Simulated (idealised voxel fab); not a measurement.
The following process module bears the name voxel ribs on slabs.
The width of the displayed cross-section, cut, is 250 nm; its cells are square, with a size of 5 nm.
Cross-sections here: square-cell grids, written as top-down lists of bands, a band being one or more rows of cells.
Top, bottom (nm), then materials left to right with widths (nm); lone material tagged "all across" fills the whole band edge to edge; "empty" = empty space.
Heights are measured from 0, the level below which the as-received wafer is all one material; the lowest band has no bottom and continues downward, written as in "0 nm and below".
Read "30 to 40" as a graded width: first number on top, second number at the bottom, same change between each pair of neighbouring rows.
Take "all unchanged" at face value: in the step it is given for, the cross-section changed in none of its cells.
The label "Closed empty spaces" introduces a list of the empty spaces, 8 cells or larger, that have no open way up to the top; each entry in it reads width x height at distance, where the distance is taken from the left edge and all three are stated in nm.
Step line, after settings: the simulator's comment on this step.
overlay nm: on a step with a mask, how far right of its planned place the mask lay; negative means left.
Steps in the process plan:
1: op RECEIVE | material Si
2: op DIRECTIONAL_DEP | material SiO2 | thk nm 30
3: op DIRECTIONAL_DEP | material SiN | thk nm 15
4: op PATTERN | tone cover | mask id RIB | material resist | width nm 25 | thk nm 15 | overlay nm 0
5: op DIRECTIONAL_ETCH | etch materials SiN | depth nm 5
6: op STRIP | etch materials resist
7: op MASKED_ETCH | tone cover | mask id SLAB | width nm 75 | etch materials SiN | depth nm 10 | overlay nm 0
8: op FILL_DEP | material SiO2 | thk nm 25
9: op CMP | height nm 60
10: op DIRECTIONAL_DEP | material TiN | thk nm 10
11: op DIRECTIONAL_DEP | material aC | thk nm 10
12: op PATTERN | tone cover | mask id HEATER | material resist | width nm 35 | thk nm 30 | overlay nm 0
13: op DIRECTIONAL_ETCH | etch materials aC | depth nm 10
14: op STRIP | etch materials resist
15: op DIRECTIONAL_ETCH | etch materials TiN | depth nm 10
16: op STRIP | etch materials aC
17: op CONFORMAL_DEP | material SiN | thk nm 5
The first of the two wafers, which ran as planned:
Cross-section of the incoming wafer, state after step 1:
    0 nm and below: Si all across
    Closed empty spaces: none
Cross-section of the wafer subsequent to step 2:
    30 nm to 0 nm: SiO2 all across
    Rest of section, below 0: as before.
Cross-section of the wafer subsequent to step 3:
    45 nm to 30 nm: SiN all across
    Rest of section, below 30: as before.
Cross-section of the wafer subsequent to step 4:
    60 nm to 45 nm: empty 110 | resist 25 | empty 115
    Rest of section, below 45: as before.
Cross-section of the wafer subsequent to step 5:
    60 nm to 45 nm: empty 110 | resist 25 | empty 115
    45 nm to 40 nm: empty 110 | SiN 25 | empty 115
    Rest of section, below 40: as before.
Cross-section of the wafer subsequent to step 6:
    45 nm to 40 nm: empty 110 | SiN 25 | empty 115
    Rest of section, below 40: as before.
Cross-section of the wafer subsequent to step 7:
    45 nm to 40 nm: empty 110 | SiN 25 | empty 115
    40 nm to 30 nm: empty 85 | SiN 75 | empty 90
    Rest of section, below 30: as before.
Cross-section of the wafer subsequent to step 8:
    70 nm to 45 nm: SiO2 all across
    45 nm to 40 nm: SiO2 110 | SiN 25 | SiO2 115
    40 nm to 30 nm: SiO2 85 | SiN 75 | SiO2 90
    Rest of section, below 30: as before.
Cross-section of the wafer subsequent to step 9:
    60 nm to 45 nm: SiO2 all across
    Rest of section, below 45: as before.
Cross-section of the wafer subsequent to step 10:
    70 nm to 60 nm: TiN all across
    Rest of section, below 60: as before.
Cross-section of the wafer subsequent to step 11:
    80 nm to 70 nm: aC all across
    Rest of section, below 70: as before.
Cross-section of the wafer subsequent to step 12:
    110 nm to 80 nm: empty 105 | resist 35 | empty 110
    Rest of section, below 80: as before.
Cross-section of the wafer subsequent to step 13:
    100 nm to 80 nm: empty 105 | resist 35 | empty 110
    80 nm to 70 nm: empty 105 | aC 35 | empty 110
    Rest of section, below 70: as before.
Cross-section of the wafer subsequent to step 14:
    80 nm to 70 nm: empty 105 | aC 35 | empty 110
    Rest of section, below 70: as before.
Cross-section of the wafer subsequent to step 15:
    80 nm to 70 nm: empty 105 | aC 35 | empty 110
    70 nm to 60 nm: empty 105 | TiN 35 | empty 110
    Rest of section, below 60: as before.
Cross-section of the wafer subsequent to step 16:
    70 nm to 60 nm: empty 105 | TiN 35 | empty 110
    Rest of section, below 60: as before.
Cross-section of the wafer subsequent to step 17:
    75 nm to 70 nm: empty 100 | SiN 45 | empty 105
    70 nm to 65 nm: empty 100 | SiN 5 | TiN 35 | SiN 5 | empty 105
    65 nm to 60 nm: SiN 105 | TiN 35 | SiN 110
    Rest of section, below 60: as before.
For the second wafer, take the first wafer's start and plan, then add one mistake made in running it; everything through step 2, that step included, is shared with the first:
Planned end of step 3: second wafer, cross-section:
    60 nm to 30 nm: SiN all across
    Rest of section, below 30: as before.
Planned end of step 4: second wafer, cross-section:
    75 nm to 60 nm: empty 110 | resist 25 | empty 115
    Rest of section, below 60: as before.
Planned end of step 5: second wafer, cross-section:
    75 nm to 60 nm: empty 110 | resist 25 | empty 115
    60 nm to 55 nm: empty 110 | SiN 25 | empty 115
    Rest of section, below 55: as before.
Planned end of step 6: second wafer, cross-section:
    60 nm to 55 nm: empty 110 | SiN 25 | empty 115
    Rest of section, below 55: as before.
Planned end of step 7: second wafer, cross-section:
    60 nm to 55 nm: empty 110 | SiN 25 | empty 115
    55 nm to 45 nm: empty 85 | SiN 75 | empty 90
    Rest of section, below 45: as before.
Planned end of step 8: second wafer, cross-section:
    85 nm to 60 nm: SiO2 all across
    60 nm to 55 nm: SiO2 110 | SiN 25 | SiO2 115
    55 nm to 45 nm: SiO2 85 | SiN 75 | SiO2 90
    Rest of section, below 45: as before.
Planned end of step 9: second wafer, cross-section:
    60 nm to 55 nm: SiO2 110 | SiN 25 | SiO2 115
    Rest of section, below 55: as before.
Planned end of step 10: second wafer, cross-section:
    70 nm to 60 nm: TiN all across
    Rest of section, below 60: as before.
Planned end of step 11: second wafer, cross-section:
    80 nm to 70 nm: aC all across
    Rest of section, below 70: as before.
Planned end of step 12: second wafer, cross-section:
    110 nm to 80 nm: empty 105 | resist 35 | empty 110
    Rest of section, below 80: as before.
Planned end of step 13: second wafer, cross-section:
    100 nm to 80 nm: empty 105 | resist 35 | empty 110
    80 nm to 70 nm: empty 105 | aC 35 | empty 110
    Rest of section, below 70: as before.
Planned end of step 14: second wafer, cross-section:
    80 nm to 70 nm: empty 105 | aC 35 | empty 110
    Rest of section, below 70: as before.
Planned end of step 15: second wafer, cross-section:
    80 nm to 70 nm: empty 105 | aC 35 | empty 110
    70 nm to 60 nm: empty 105 | TiN 35 | empty 110
    Rest of section, below 60: as before.
Planned end of step 16: second wafer, cross-section:
    70 nm to 60 nm: empty 105 | TiN 35 | empty 110
    Rest of section, below 60: as before.
Planned end of step 17: second wafer, cross-section:
    75 nm to 70 nm: empty 100 | SiN 45 | empty 105
    70 nm to 65 nm: empty 100 | SiN 5 | TiN 35 | SiN 5 | empty 105
    65 nm to 60 nm: SiN 105 | TiN 35 | SiN 110
    Rest of section, below 60: as before.
Misprocessing identified: plan step 3 was conducted twice
End of process, cell counts, second wafer against first, materials with more or fewer: SiN +150; SiO2 -150
